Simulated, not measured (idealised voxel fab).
Presented below is a process module, voxel wiring stack.
It is cross-section cut that appears here, measuring 235 nm in width, its square cells being 5 nm in size.
A cross-section is written here as square cells arranged in a grid, and it is given in bands from the top down, each band taking up one or more rows of cells.
Quick guide to a band line: top height, bottom height (nm) up front; then every material left to right with its width in nm. Only one material and it's marked "full width"? Then it fills the band edge to edge. And "blank" just means empty space.
A quick word on heights: they are counted from 0, and under that level the wafer as it came to us is one material throughout. The lowest band is different from the rest in having no bottom; it simply continues downward, written as in "0 -> down".
Read "30..40" as a graded width: first number on top, second number at the bottom, same change between each pair of neighbouring rows.
"everything unchanged" -> step changed no cross-section cell.
Under "Enclosed internal cavities" you'll find the enclosed gaps, the ones with no way out to the top, that are 8 cells or bigger; each reads width x height at distance, with distance counted from the left edge, everything in nm.
If you see something after the settings on a step's line, that's the simulator's own remark about that step.
When a step includes a mask, the "overlay nm" setting on its line states how far to the right of its planned place that mask lay, and negative values state how far to the left.

PROCESS STEPS (PLANNED)
1. RECEIVE | material Si
2. CONFORMAL_DEP | material SiO2 | thk nm 10
3. CONFORMAL_DEP | material SiN | thk nm 5
4. DIRECTIONAL_DEP | material lowk | thk nm 20
5. DIRECTIONAL_DEP | material aC | thk nm 10
6. PATTERN | tone open | mask id METAL_1 | material resist | width nm 20 | pitch nm 45 | thk nm 30 | overlay nm 0
7. DIRECTIONAL_ETCH | etch materials aC | depth nm 10
8. STRIP | etch materials resist
9. DIRECTIONAL_ETCH | etch materials lowk | depth nm 20
10. DIRECTIONAL_ETCH | etch materials SiN | depth nm 5
11. STRIP | etch materials aC
12. CONFORMAL_DEP | material TiN | thk nm 5
13. FILL_DEP | material Ru | thk nm 5
14. CMP | height nm 35
15. CONFORMAL_DEP | material SiCN | thk nm 5
16. DIRECTIONAL_DEP | material lowk | thk nm 35
17. MASKED_ETCH | tone open | mask id METAL_2_HOLES | width nm 15 | pitch nm 45 | etch materials lowk | depth nm 35 | overlay nm 0
18. DIRECTIONAL_DEP | material aC | thk nm 10
19. PATTERN | tone open | mask id METAL_2 | material resist | width nm 20 | pitch nm 45 | thk nm 25 | overlay nm 0
20. DIRECTIONAL_ETCH | etch materials aC | depth nm 10
21. STRIP | etch materials resist
22. DIRECTIONAL_ETCH | etch materials lowk | depth nm 20
23. DIRECTIONAL_ETCH | etch materials SiCN | depth nm 5
24. STRIP | etch materials aC
25. CONFORMAL_DEP | material TiN | thk nm 5
26. FILL_DEP | material Ru | thk nm 5
27. CMP | height nm 75
28. CONFORMAL_DEP | material SiCN | thk nm 5

WHAT FOLLOWS COVERS THE FIRST OF TWO WAFERS; IT RAN AS PLANNED

AS RECEIVED (POST STEP 1): CROSS-SECTION
    0 -> down = Si full width
    Enclosed internal cavities: none

PRESENTED HERE IS A CROSS-SECTION OF THE WAFER AFTER STEP 2 HAS BEEN PERFORMED
    10 -> 0 = SiO2 full width
    Under the height 0 nothing was changed.

PRESENTED HERE IS A CROSS-SECTION OF THE WAFER AFTER STEP 3 HAS BEEN PERFORMED
    15 -> 10 = SiN full width
    Under the height 10 nothing was changed.

PRESENTED HERE IS A CROSS-SECTION OF THE WAFER AFTER STEP 4 HAS BEEN PERFORMED
    35 -> 15 = lowk full width
    Under the height 15 nothing was changed.

PRESENTED HERE IS A CROSS-SECTION OF THE WAFER AFTER STEP 5 HAS BEEN PERFORMED
    45 -> 35 = aC full width
    Under the height 35 nothing was changed.

PRESENTED HERE IS A CROSS-SECTION OF THE WAFER AFTER STEP 6 HAS BEEN PERFORMED
    75 -> 45 = resist 85 / blank 20 / resist 25 / blank 20 / resist 85
    Under the height 45 nothing was changed.

PRESENTED HERE IS A CROSS-SECTION OF THE WAFER AFTER STEP 7 HAS BEEN PERFORMED
    65 -> 45 = resist 85 / blank 20 / resist 25 / blank 20 / resist 85
    45 -> 35 = aC 85 / blank 20 / aC 25 / blank 20 / aC 85
    Under the height 35 nothing was changed.

PRESENTED HERE IS A CROSS-SECTION OF THE WAFER AFTER STEP 8 HAS BEEN PERFORMED
    45 -> 35 = aC 85 / blank 20 / aC 25 / blank 20 / aC 85
    Under the height 35 nothing was changed.

PRESENTED HERE IS A CROSS-SECTION OF THE WAFER AFTER STEP 9 HAS BEEN PERFORMED
    45 -> 35 = aC 85 / blank 20 / aC 25 / blank 20 / aC 85
    35 -> 15 = lowk 85 / blank 20 / lowk 25 / blank 20 / lowk 85
    Under the height 15 nothing was changed.

PRESENTED HERE IS A CROSS-SECTION OF THE WAFER AFTER STEP 10 HAS BEEN PERFORMED
    45 -> 35 = aC 85 / blank 20 / aC 25 / blank 20 / aC 85
    35 -> 15 = lowk 85 / blank 20 / lowk 25 / blank 20 / lowk 85
    15 -> 10 = SiN 85 / blank 20 / SiN 25 / blank 20 / SiN 85
    Under the height 10 nothing was changed.

PRESENTED HERE IS A CROSS-SECTION OF THE WAFER AFTER STEP 11 HAS BEEN PERFORMED
    35 -> 15 = lowk 85 / blank 20 / lowk 25 / blank 20 / lowk 85
    Under the height 15 nothing was changed.

PRESENTED HERE IS A CROSS-SECTION OF THE WAFER AFTER STEP 12 HAS BEEN PERFORMED
    40 -> 35 = TiN 90 / blank 10 / TiN 35 / blank 10 / TiN 90
    35 -> 15 = lowk 85 / TiN 5 / blank 10 / TiN 5 / lowk 25 / TiN 5 / blank 10 / TiN 5 / lowk 85
    15 -> 10 = SiN 85 / TiN 20 / SiN 25 / TiN 20 / SiN 85
    Under the height 10 nothing was changed.

PRESENTED HERE IS A CROSS-SECTION OF THE WAFER AFTER STEP 13 HAS BEEN PERFORMED
    45 -> 40 = Ru full width
    40 -> 35 = TiN 90 / Ru 10 / TiN 35 / Ru 10 / TiN 90
    35 -> 15 = lowk 85 / TiN 5 / Ru 10 / TiN 5 / lowk 25 / TiN 5 / Ru 10 / TiN 5 / lowk 85
    Under the height 15 nothing was changed.

PRESENTED HERE IS A CROSS-SECTION OF THE WAFER AFTER STEP 14 HAS BEEN PERFORMED
    35 -> 15 = lowk 85 / TiN 5 / Ru 10 / TiN 5 / lowk 25 / TiN 5 / Ru 10 / TiN 5 / lowk 85
    Under the height 15 nothing was changed.

PRESENTED HERE IS A CROSS-SECTION OF THE WAFER AFTER STEP 15 HAS BEEN PERFORMED
    40 -> 35 = SiCN full width
    Under the height 35 nothing was changed.

PRESENTED HERE IS A CROSS-SECTION OF THE WAFER AFTER STEP 16 HAS BEEN PERFORMED
    75 -> 40 = lowk full width
    Under the height 40 nothing was changed.

PRESENTED HERE IS A CROSS-SECTION OF THE WAFER AFTER STEP 17 HAS BEEN PERFORMED
    75 -> 40 = lowk 85 / blank 15 / lowk 30 / blank 15 / lowk 90
    Under the height 40 nothing was changed.

PRESENTED HERE IS A CROSS-SECTION OF THE WAFER AFTER STEP 18 HAS BEEN PERFORMED
    85 -> 75 = aC 85 / blank 15 / aC 30 / blank 15 / aC 90
    75 -> 50 = lowk 85 / blank 15 / lowk 30 / blank 15 / lowk 90
    50 -> 40 = lowk 85 / aC 15 / lowk 30 / aC 15 / lowk 90
    Under the height 40 nothing was changed.

PRESENTED HERE IS A CROSS-SECTION OF THE WAFER AFTER STEP 19 HAS BEEN PERFORMED
    110 -> 85 = resist 85 / blank 20 / resist 25 / blank 20 / resist 85
    Under the height 85 nothing was changed.

PRESENTED HERE IS A CROSS-SECTION OF THE WAFER AFTER STEP 20 HAS BEEN PERFORMED
    100 -> 85 = resist 85 / blank 20 / resist 25 / blank 20 / resist 85
    85 -> 75 = aC 85 / blank 20 / aC 25 / blank 20 / aC 85
    75 -> 40 = lowk 85 / blank 15 / lowk 30 / blank 15 / lowk 90
    Under the height 40 nothing was changed.

PRESENTED HERE IS A CROSS-SECTION OF THE WAFER AFTER STEP 21 HAS BEEN PERFORMED
    85 -> 75 = aC 85 / blank 20 / aC 25 / blank 20 / aC 85
    Under the height 75 nothing was changed.

PRESENTED HERE IS A CROSS-SECTION OF THE WAFER AFTER STEP 22 HAS BEEN PERFORMED
    85 -> 75 = aC 85 / blank 20 / aC 25 / blank 20 / aC 85
    75 -> 55 = lowk 85 / blank 20 / lowk 25 / blank 20 / lowk 85
    Under the height 55 nothing was changed.

PRESENTED HERE IS A CROSS-SECTION OF THE WAFER AFTER STEP 23 HAS BEEN PERFORMED
    85 -> 75 = aC 85 / blank 20 / aC 25 / blank 20 / aC 85
    75 -> 55 = lowk 85 / blank 20 / lowk 25 / blank 20 / lowk 85
    55 -> 40 = lowk 85 / blank 15 / lowk 30 / blank 15 / lowk 90
    40 -> 35 = SiCN 85 / blank 15 / SiCN 30 / blank 15 / SiCN 90
    Under the height 35 nothing was changed.

PRESENTED HERE IS A CROSS-SECTION OF THE WAFER AFTER STEP 24 HAS BEEN PERFORMED
    75 -> 55 = lowk 85 / blank 20 / lowk 25 / blank 20 / lowk 85
    Under the height 55 nothing was changed.

PRESENTED HERE IS A CROSS-SECTION OF THE WAFER AFTER STEP 25 HAS BEEN PERFORMED
    80 -> 75 = TiN 90 / blank 10 / TiN 35 / blank 10 / TiN 90
    75 -> 60 = lowk 85 / TiN 5 / blank 10 / TiN 5 / lowk 25 / TiN 5 / blank 10 / TiN 5 / lowk 85
    60 -> 55 = lowk 85 / TiN 5 / blank 5 / TiN 10 / lowk 25 / TiN 5 / blank 5 / TiN 10 / lowk 85
    55 -> 40 = lowk 85 / TiN 5 / blank 5 / TiN 5 / lowk 30 / TiN 5 / blank 5 / TiN 5 / lowk 90
    40 -> 35 = SiCN 85 / TiN 15 / SiCN 30 / TiN 15 / SiCN 90
    Under the height 35 nothing was changed.

PRESENTED HERE IS A CROSS-SECTION OF THE WAFER AFTER STEP 26 HAS BEEN PERFORMED
    85 -> 80 = Ru full width
    80 -> 75 = TiN 90 / Ru 10 / TiN 35 / Ru 10 / TiN 90
    75 -> 60 = lowk 85 / TiN 5 / Ru 10 / TiN 5 / lowk 25 / TiN 5 / Ru 10 / TiN 5 / lowk 85
    60 -> 55 = lowk 85 / TiN 5 / Ru 5 / TiN 10 / lowk 25 / TiN 5 / Ru 5 / TiN 10 / lowk 85
    55 -> 40 = lowk 85 / TiN 5 / Ru 5 / TiN 5 / lowk 30 / TiN 5 / Ru 5 / TiN 5 / lowk 90
    Under the height 40 nothing was changed.

PRESENTED HERE IS A CROSS-SECTION OF THE WAFER AFTER STEP 27 HAS BEEN PERFORMED
    75 -> 60 = lowk 85 / TiN 5 / Ru 10 / TiN 5 / lowk 25 / TiN 5 / Ru 10 / TiN 5 / lowk 85
    Under the height 60 nothing was changed.

PRESENTED HERE IS A CROSS-SECTION OF THE WAFER AFTER STEP 28 HAS BEEN PERFORMED
    80 -> 75 = SiCN full width
    Under the height 75 nothing was changed.

REGARDING THE SECOND OF THE TWO WAFERS: IT SHARED THE FIRST WAFER'S STARTING CONDITION AND PROCESS PLAN, YET ONE ERROR OCCURRED DURING ITS EXECUTION. ITS HISTORY COINCIDES WITH THAT OF THE FIRST WAFER UP TO AND INCLUDING STEP 5

SECOND WAFER, CUT VIEW, END OF STEP 6 PER PLAN
    75 -> 45 = resist 80 / blank 30 / resist 15 / blank 30 / resist 80
    Under the height 45 nothing was changed.

SECOND WAFER, CUT VIEW, END OF STEP 7 PER PLAN
    65 -> 45 = resist 80 / blank 30 / resist 15 / blank 30 / resist 80
    45 -> 35 = aC 80 / blank 30 / aC 15 / blank 30 / aC 80
    Under the height 35 nothing was changed.

SECOND WAFER, CUT VIEW, END OF STEP 8 PER PLAN
    45 -> 35 = aC 80 / blank 30 / aC 15 / blank 30 / aC 80
    Under the height 35 nothing was changed.

SECOND WAFER, CUT VIEW, END OF STEP 9 PER PLAN
    45 -> 35 = aC 80 / blank 30 / aC 15 / blank 30 / aC 80
    35 -> 15 = lowk 80 / blank 30 / lowk 15 / blank 30 / lowk 80
    Under the height 15 nothing was changed.

SECOND WAFER, CUT VIEW, END OF STEP 10 PER PLAN
    45 -> 35 = aC 80 / blank 30 / aC 15 / blank 30 / aC 80
    35 -> 15 = lowk 80 / blank 30 / lowk 15 / blank 30 / lowk 80
    15 -> 10 = SiN 80 / blank 30 / SiN 15 / blank 30 / SiN 80
    Under the height 10 nothing was changed.

SECOND WAFER, CUT VIEW, END OF STEP 11 PER PLAN
    35 -> 15 = lowk 80 / blank 30 / lowk 15 / blank 30 / lowk 80
    Under the height 15 nothing was changed.

SECOND WAFER, CUT VIEW, END OF STEP 12 PER PLAN
    40 -> 35 = TiN 85 / blank 20 / TiN 25 / blank 20 / TiN 85
    35 -> 15 = lowk 80 / TiN 5 / blank 20 / TiN 5 / lowk 15 / TiN 5 / blank 20 / TiN 5 / lowk 80
    15 -> 10 = SiN 80 / TiN 30 / SiN 15 / TiN 30 / SiN 80
    Under the height 10 nothing was changed.

SECOND WAFER, CUT VIEW, END OF STEP 13 PER PLAN
    45 -> 40 = Ru full width
    40 -> 35 = TiN 85 / Ru 20 / TiN 25 / Ru 20 / TiN 85
    35 -> 15 = lowk 80 / TiN 5 / Ru 20 / TiN 5 / lowk 15 / TiN 5 / Ru 20 / TiN 5 / lowk 80
    Under the height 15 nothing was changed.

SECOND WAFER, CUT VIEW, END OF STEP 14 PER PLAN
    35 -> 15 = lowk 80 / TiN 5 / Ru 20 / TiN 5 / lowk 15 / TiN 5 / Ru 20 / TiN 5 / lowk 80
    Under the height 15 nothing was changed.

SECOND WAFER, CUT VIEW, END OF STEP 15 PER PLAN
    40 -> 35 = SiCN full width
    Under the height 35 nothing was changed.

SECOND WAFER, CUT VIEW, END OF STEP 16 PER PLAN
    75 -> 40 = lowk full width
    Under the height 40 nothing was changed.

SECOND WAFER, CUT VIEW, END OF STEP 17 PER PLAN
    75 -> 40 = lowk 85 / blank 15 / lowk 30 / blank 15 / lowk 90
    Under the height 40 nothing was changed.

SECOND WAFER, CUT VIEW, END OF STEP 18 PER PLAN
    85 -> 75 = aC 85 / blank 15 / aC 30 / blank 15 / aC 90
    75 -> 50 = lowk 85 / blank 15 / lowk 30 / blank 15 / lowk 90
    50 -> 40 = lowk 85 / aC 15 / lowk 30 / aC 15 / lowk 90
    Under the height 40 nothing was changed.

SECOND WAFER, CUT VIEW, END OF STEP 19 PER PLAN
    110 -> 85 = resist 85 / blank 20 / resist 25 / blank 20 / resist 85
    Under the height 85 nothing was changed.

SECOND WAFER, CUT VIEW, END OF STEP 20 PER PLAN
    100 -> 85 = resist 85 / blank 20 / resist 25 / blank 20 / resist 85
    85 -> 75 = aC 85 / blank 20 / aC 25 / blank 20 / aC 85
    75 -> 40 = lowk 85 / blank 15 / lowk 30 / blank 15 / lowk 90
    Under the height 40 nothing was changed.

SECOND WAFER, CUT VIEW, END OF STEP 21 PER PLAN
    85 -> 75 = aC 85 / blank 20 / aC 25 / blank 20 / aC 85
    Under the height 75 nothing was changed.

SECOND WAFER, CUT VIEW, END OF STEP 22 PER PLAN
    85 -> 75 = aC 85 / blank 20 / aC 25 / blank 20 / aC 85
    75 -> 55 = lowk 85 / blank 20 / lowk 25 / blank 20 / lowk 85
    Under the height 55 nothing was changed.

SECOND WAFER, CUT VIEW, END OF STEP 23 PER PLAN
    85 -> 75 = aC 85 / blank 20 / aC 25 / blank 20 / aC 85
    75 -> 55 = lowk 85 / blank 20 / lowk 25 / blank 20 / lowk 85
    55 -> 40 = lowk 85 / blank 15 / lowk 30 / blank 15 / lowk 90
    40 -> 35 = SiCN 85 / blank 15 / SiCN 30 / blank 15 / SiCN 90
    Under the height 35 nothing was changed.

SECOND WAFER, CUT VIEW, END OF STEP 24 PER PLAN
    75 -> 55 = lowk 85 / blank 20 / lowk 25 / blank 20 / lowk 85
    Under the height 55 nothing was changed.

SECOND WAFER, CUT VIEW, END OF STEP 25 PER PLAN
    80 -> 75 = TiN 90 / blank 10 / TiN 35 / blank 10 / TiN 90
    75 -> 60 = lowk 85 / TiN 5 / blank 10 / TiN 5 / lowk 25 / TiN 5 / blank 10 / TiN 5 / lowk 85
    60 -> 55 = lowk 85 / TiN 5 / blank 5 / TiN 10 / lowk 25 / TiN 5 / blank 5 / TiN 10 / lowk 85
    55 -> 40 = lowk 85 / TiN 5 / blank 5 / TiN 5 / lowk 30 / TiN 5 / blank 5 / TiN 5 / lowk 90
    40 -> 35 = SiCN 85 / TiN 15 / SiCN 30 / TiN 15 / SiCN 90
    Under the height 35 nothing was changed.

SECOND WAFER, CUT VIEW, END OF STEP 26 PER PLAN
    85 -> 80 = Ru full width
    80 -> 75 = TiN 90 / Ru 10 / TiN 35 / Ru 10 / TiN 90
    75 -> 60 = lowk 85 / TiN 5 / Ru 10 / TiN 5 / lowk 25 / TiN 5 / Ru 10 / TiN 5 / lowk 85
    60 -> 55 = lowk 85 / TiN 5 / Ru 5 / TiN 10 / lowk 25 / TiN 5 / Ru 5 / TiN 10 / lowk 85
    55 -> 40 = lowk 85 / TiN 5 / Ru 5 / TiN 5 / lowk 30 / TiN 5 / Ru 5 / TiN 5 / lowk 90
    Under the height 40 nothing was changed.

SECOND WAFER, CUT VIEW, END OF STEP 27 PER PLAN
    75 -> 60 = lowk 85 / TiN 5 / Ru 10 / TiN 5 / lowk 25 / TiN 5 / Ru 10 / TiN 5 / lowk 85
    Under the height 60 nothing was changed.

SECOND WAFER, CUT VIEW, END OF STEP 28 PER PLAN
    80 -> 75 = SiCN full width
    Under the height 75 nothing was changed.
What was done differently from what was planned? step 6 did not use the planned setting and instead ran as PATTERN | tone open | mask id METAL_1 | material resist | width nm 30 | pitch nm 45 | thk nm 30 | overlay nm 0
Final difference in cells, second wafer against first, listed per material as more or fewer: 16 more of Ru; 4 fewer of SiN; 4 more of TiN; 16 fewer of lowk
